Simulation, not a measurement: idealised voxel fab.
This section sets out a process module, namely voxel air gaps.
In the cross-section labelled cut, the width is 270 nm and each square cell is 5 nm.
For the purposes of this document, a cross-section shall be understood as a grid of square cells, specified as bands listed in top-to-bottom order, each band consisting of one or more rows of cells.
Look at the band entry: it leads with the top's height and the bottom's height in nm. Then it lists the materials left to right, with a width in nm for each. The word "all across" on a single material says that material fills the band edge to edge. The word "empty" is empty space.
Height reference: 0 = level under which incoming wafer is all one material. Lowest band: no bottom, runs on downward, e.g. "0 and below".
Quick explanation for "30->40": the width changes in equal steps down the rows of cells, from the first number in the band's top row to the second number in its bottom row.
When a step is marked "same as before", none of the cells in the cross-section changed during that step.
Encapsulated voids: empty space of 8 cells or more with no open way to the top, each as width x height at its distance from the left edge, in nm
On each step's line, the part that comes after the settings is the simulator's own comment on the step.
overlay nm: for a step with a mask, the amount by which the mask lay right of where it was planned; a negative amount means left of it.
The following list gives the planned process steps
- 1: RECEIVE (material Si)
- 2: CONFORMAL_DEP (material SiO2; thk nm 10)
- 3: CONFORMAL_DEP (material SiCN; thk nm 5)
- 4: DIRECTIONAL_DEP (material SiO2; thk nm 40)
- 5: PATTERN (tone open; mask id LINES; material resist; width nm 25; pitch nm 55; thk nm 15; overlay nm 0)
- 6: DIRECTIONAL_ETCH (etch materials SiO2; depth nm 40)
- 7: STRIP (etch materials resist)
- 8: CONFORMAL_DEP (material TiN; thk nm 5)
- 9: FILL_DEP (material Ru; thk nm 5)
- 10: CMP (height nm 55)
- 11: EPI (material Ru; thk nm 10)
- 12: SELECTIVE_ETCH (etch materials SiO2; depth nm 50)
- 13: CONFORMAL_DEP (material SiCN; thk nm 5)
First wafer out of two, processed as planned
Incoming wafer in cross-section (state: after step 1)
  0 and below | Si all across
  Encapsulated voids: none
Cross-sectional representation of the wafer at the conclusion of step 2
  10 down to 0 | SiO2 all across
  Heights below 0 show no change.
Cross-sectional representation of the wafer at the conclusion of step 3
  15 down to 10 | SiCN all across
  Heights below 10 show no change.
Cross-sectional representation of the wafer at the conclusion of step 4
  55 down to 15 | SiO2 all across
  Heights below 15 show no change.
Cross-sectional representation of the wafer at the conclusion of step 5
  70 down to 55 | resist 65 nm, empty 25 nm, resist 30 nm, empty 25 nm, resist 30 nm, empty 25 nm, resist 70 nm
  Heights below 55 show no change.
Cross-sectional representation of the wafer at the conclusion of step 6
  70 down to 55 | resist 65 nm, empty 25 nm, resist 30 nm, empty 25 nm, resist 30 nm, empty 25 nm, resist 70 nm
  55 down to 15 | SiO2 65 nm, empty 25 nm, SiO2 30 nm, empty 25 nm, SiO2 30 nm, empty 25 nm, SiO2 70 nm
  Heights below 15 show no change.
Cross-sectional representation of the wafer at the conclusion of step 7
  55 down to 15 | SiO2 65 nm, empty 25 nm, SiO2 30 nm, empty 25 nm, SiO2 30 nm, empty 25 nm, SiO2 70 nm
  Heights below 15 show no change.
Cross-sectional representation of the wafer at the conclusion of step 8
  60 down to 55 | TiN 70 nm, empty 15 nm, TiN 40 nm, empty 15 nm, TiN 40 nm, empty 15 nm, TiN 75 nm
  55 down to 20 | SiO2 65 nm, TiN 5 nm, empty 15 nm, TiN 5 nm, SiO2 30 nm, TiN 5 nm, empty 15 nm, TiN 5 nm, SiO2 30 nm, TiN 5 nm, empty 15 nm, TiN 5 nm, SiO2 70 nm
  20 down to 15 | SiO2 65 nm, TiN 25 nm, SiO2 30 nm, TiN 25 nm, SiO2 30 nm, TiN 25 nm, SiO2 70 nm
  Heights below 15 show no change.
Cross-sectional representation of the wafer at the conclusion of step 9
  65 down to 60 | Ru all across
  60 down to 55 | TiN 70 nm, Ru 15 nm, TiN 40 nm, Ru 15 nm, TiN 40 nm, Ru 15 nm, TiN 75 nm
  55 down to 20 | SiO2 65 nm, TiN 5 nm, Ru 15 nm, TiN 5 nm, SiO2 30 nm, TiN 5 nm, Ru 15 nm, TiN 5 nm, SiO2 30 nm, TiN 5 nm, Ru 15 nm, TiN 5 nm, SiO2 70 nm
  Heights below 20 show no change.
Cross-sectional representation of the wafer at the conclusion of step 10
  55 down to 20 | SiO2 65 nm, TiN 5 nm, Ru 15 nm, TiN 5 nm, SiO2 30 nm, TiN 5 nm, Ru 15 nm, TiN 5 nm, SiO2 30 nm, TiN 5 nm, Ru 15 nm, TiN 5 nm, SiO2 70 nm
  Heights below 20 show no change.
Cross-sectional representation of the wafer at the conclusion of step 11
  65 down to 55 | empty 55 nm, Ru 45 nm, empty 10 nm, Ru 45 nm, empty 10 nm, Ru 45 nm, empty 60 nm
  Heights below 55 show no change.
Cross-sectional representation of the wafer at the conclusion of step 12
  65 down to 55 | empty 55 nm, Ru 45 nm, empty 10 nm, Ru 45 nm, empty 10 nm, Ru 45 nm, empty 60 nm
  55 down to 20 | empty 65 nm, TiN 5 nm, Ru 15 nm, TiN 5 nm, empty 30 nm, TiN 5 nm, Ru 15 nm, TiN 5 nm, empty 30 nm, TiN 5 nm, Ru 15 nm, TiN 5 nm, empty 70 nm
  20 down to 15 | empty 65 nm, TiN 25 nm, empty 30 nm, TiN 25 nm, empty 30 nm, TiN 25 nm, empty 70 nm
  Heights below 15 show no change.
Cross-sectional representation of the wafer at the conclusion of step 13
  70 down to 65 | empty 50 nm, SiCN 165 nm, empty 55 nm
  65 down to 55 | empty 50 nm, SiCN 5 nm, Ru 45 nm, SiCN 10 nm, Ru 45 nm, SiCN 10 nm, Ru 45 nm, SiCN 5 nm, empty 55 nm
  55 down to 50 | empty 50 nm, SiCN 15 nm, TiN 5 nm, Ru 15 nm, TiN 5 nm, SiCN 30 nm, TiN 5 nm, Ru 15 nm, TiN 5 nm, SiCN 30 nm, TiN 5 nm, Ru 15 nm, TiN 5 nm, SiCN 15 nm, empty 55 nm
  50 down to 20 | empty 60 nm, SiCN 5 nm, TiN 5 nm, Ru 15 nm, TiN 5 nm, SiCN 5 nm, empty 20 nm, SiCN 5 nm, TiN 5 nm, Ru 15 nm, TiN 5 nm, SiCN 5 nm, empty 20 nm, SiCN 5 nm, TiN 5 nm, Ru 15 nm, TiN 5 nm, SiCN 5 nm, empty 65 nm
  20 down to 15 | SiCN 65 nm, TiN 25 nm, SiCN 30 nm, TiN 25 nm, SiCN 30 nm, TiN 25 nm, SiCN 70 nm
  Heights below 15 show no change.
  Encapsulated voids: 20 x 30 at 95; 20 x 30 at 150
The remaining wafer, second of the two, started like the first and was run to the same plan, except that one mistake was made along the way; the two coincide through step 8, inclusive
The second wafer in cross-section, at the planned close of step 9
  65 down to 60 | SiO2 all across
  60 down to 55 | TiN 70 nm, SiO2 15 nm, TiN 40 nm, SiO2 15 nm, TiN 40 nm, SiO2 15 nm, TiN 75 nm
  55 down to 20 | SiO2 65 nm, TiN 5 nm, SiO2 15 nm, TiN 5 nm, SiO2 30 nm, TiN 5 nm, SiO2 15 nm, TiN 5 nm, SiO2 30 nm, TiN 5 nm, SiO2 15 nm, TiN 5 nm, SiO2 70 nm
  Heights below 20 show no change.
The second wafer in cross-section, at the planned close of step 10
  55 down to 20 | SiO2 65 nm, TiN 5 nm, SiO2 15 nm, TiN 5 nm, SiO2 30 nm, TiN 5 nm, SiO2 15 nm, TiN 5 nm, SiO2 30 nm, TiN 5 nm, SiO2 15 nm, TiN 5 nm, SiO2 70 nm
  Heights below 20 show no change.
The second wafer in cross-section, at the planned close of step 11
  65 down to 55 | empty 55 nm, Ru 45 nm, empty 10 nm, Ru 45 nm, empty 10 nm, Ru 45 nm, empty 60 nm
  Heights below 55 show no change.
The second wafer in cross-section, at the planned close of step 12
  65 down to 55 | empty 55 nm, Ru 45 nm, empty 10 nm, Ru 45 nm, empty 10 nm, Ru 45 nm, empty 60 nm
  55 down to 20 | empty 65 nm, TiN 5 nm, SiO2 15 nm, TiN 5 nm, empty 30 nm, TiN 5 nm, SiO2 15 nm, TiN 5 nm, empty 30 nm, TiN 5 nm, SiO2 15 nm, TiN 5 nm, empty 70 nm
  20 down to 15 | empty 65 nm, TiN 25 nm, empty 30 nm, TiN 25 nm, empty 30 nm, TiN 25 nm, empty 70 nm
  Heights below 15 show no change.
The second wafer in cross-section, at the planned close of step 13
  70 down to 65 | empty 50 nm, SiCN 165 nm, empty 55 nm
  65 down to 55 | empty 50 nm, SiCN 5 nm, Ru 45 nm, SiCN 10 nm, Ru 45 nm, SiCN 10 nm, Ru 45 nm, SiCN 5 nm, empty 55 nm
  55 down to 50 | empty 50 nm, SiCN 15 nm, TiN 5 nm, SiO2 15 nm, TiN 5 nm, SiCN 30 nm, TiN 5 nm, SiO2 15 nm, TiN 5 nm, SiCN 30 nm, TiN 5 nm, SiO2 15 nm, TiN 5 nm, SiCN 15 nm, empty 55 nm
  50 down to 20 | empty 60 nm, SiCN 5 nm, TiN 5 nm, SiO2 15 nm, TiN 5 nm, SiCN 5 nm, empty 20 nm, SiCN 5 nm, TiN 5 nm, SiO2 15 nm, TiN 5 nm, SiCN 5 nm, empty 20 nm, SiCN 5 nm, TiN 5 nm, SiO2 15 nm, TiN 5 nm, SiCN 5 nm, empty 65 nm
  20 down to 15 | SiCN 65 nm, TiN 25 nm, SiCN 30 nm, TiN 25 nm, SiCN 30 nm, TiN 25 nm, SiCN 70 nm
  Heights below 15 show no change.
  Encapsulated voids: 20 x 30 at 95; 20 x 30 at 150
Here's what went sideways: rather than as planned, step 9 actually ran as FILL_DEP (material SiO2; thk nm 5)
At the finish, the second wafer shows more or fewer cells for some materials than the first does: 63 fewer of Ru, 63 more of SiO2
